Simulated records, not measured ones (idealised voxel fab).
Herein follows the process module entitled voxel ribs on slabs.
Cross-section cut spans 290 nm and uses square cells 5 nm in size.
A cross-section in this document is a grid of square cells, and it is written down as bands, the top band listed before the ones below it; a band is made up of one or more rows of cells.
Read a band's entry like this: the first values are the height of its top and the height of its bottom in nm, and what follows is the sequence of materials from left to right, each with its width in nm. Note that "empty" is empty space, and that a single material marked "everywhere" reaches across the band from edge to edge.
Note: height 0 marks the level under which the wafer is uniformly one material as received. Lowest band unbounded below, written "0 -> down".
The notation "30->40" denotes a width that varies across the rows of cells in the band, beginning at the first number in the top row, finishing at the second number in the bottom row, and changing by an identical amount from each row to the next.
Any step labelled "left unchanged" changed none of the cells in the cross-section.
Heads up: "Fully closed voids" only lists the empty pockets with no open path to the top that are 8 cells or more, and it writes them as width x height at distance, distance from the left edge, in nm.
Note: text after step settings on the step line = simulator remark on that step.
"overlay nm", when on a step's line for a step with a mask, measures how far to the right of its planned place the mask lay; a negative measure means to the left.

**plan**
1: RECEIVE (material Si)
2: DIRECTIONAL_DEP (material SiO2; thk nm 30)
3: DIRECTIONAL_DEP (material SiN; thk nm 15)
4: MASKED_ETCH (tone cover; mask id RIB; width nm 25; etch materials SiN; depth nm 10; overlay nm 0)
5: MASKED_ETCH (tone cover; mask id SLAB; width nm 65; etch materials SiN; depth nm 5; overlay nm 0)
6: FILL_DEP (material SiO2; thk nm 15)
7: CMP (height nm 55)
8: DIRECTIONAL_DEP (material TiN; thk nm 10)
9: DIRECTIONAL_DEP (material aC; thk nm 10)
10: PATTERN (tone cover; mask id HEATER; material resist; width nm 35; thk nm 25; overlay nm 0)
11: DIRECTIONAL_ETCH (etch materials aC; depth nm 10)
12: STRIP (etch materials resist)
13: DIRECTIONAL_ETCH (etch materials TiN; depth nm 10)
14: STRIP (etch materials aC)
15: CONFORMAL_DEP (material SiO2; thk nm 5)

**Step 1 complete: cross-section of the wafer as received**
	0 -> down = Si everywhere
	Fully closed voids: none

**Wafer cross-section at end of module: start and plan as shown above, one execution error**
	70 -> 65 = empty=120 / SiN=45 / empty=125
	65 -> 60 = empty=120 / SiN=5 / TiN=35 / SiN=5 / empty=125
	60 -> 55 = SiN=125 / TiN=35 / SiN=130
	55 -> 45 = SiO2 everywhere
	45 -> 35 = SiO2=130 / SiN=25 / SiO2=135
	35 -> 30 = SiO2=110 / SiN=65 / SiO2=115
	30 -> 0 = SiO2 everywhere
	0 -> down = Si everywhere
	Fully closed voids: none
Diagnosis: step 15 was processed under conditions differing from the plan, specifically as CONFORMAL_DEP (material SiN; thk nm 5)
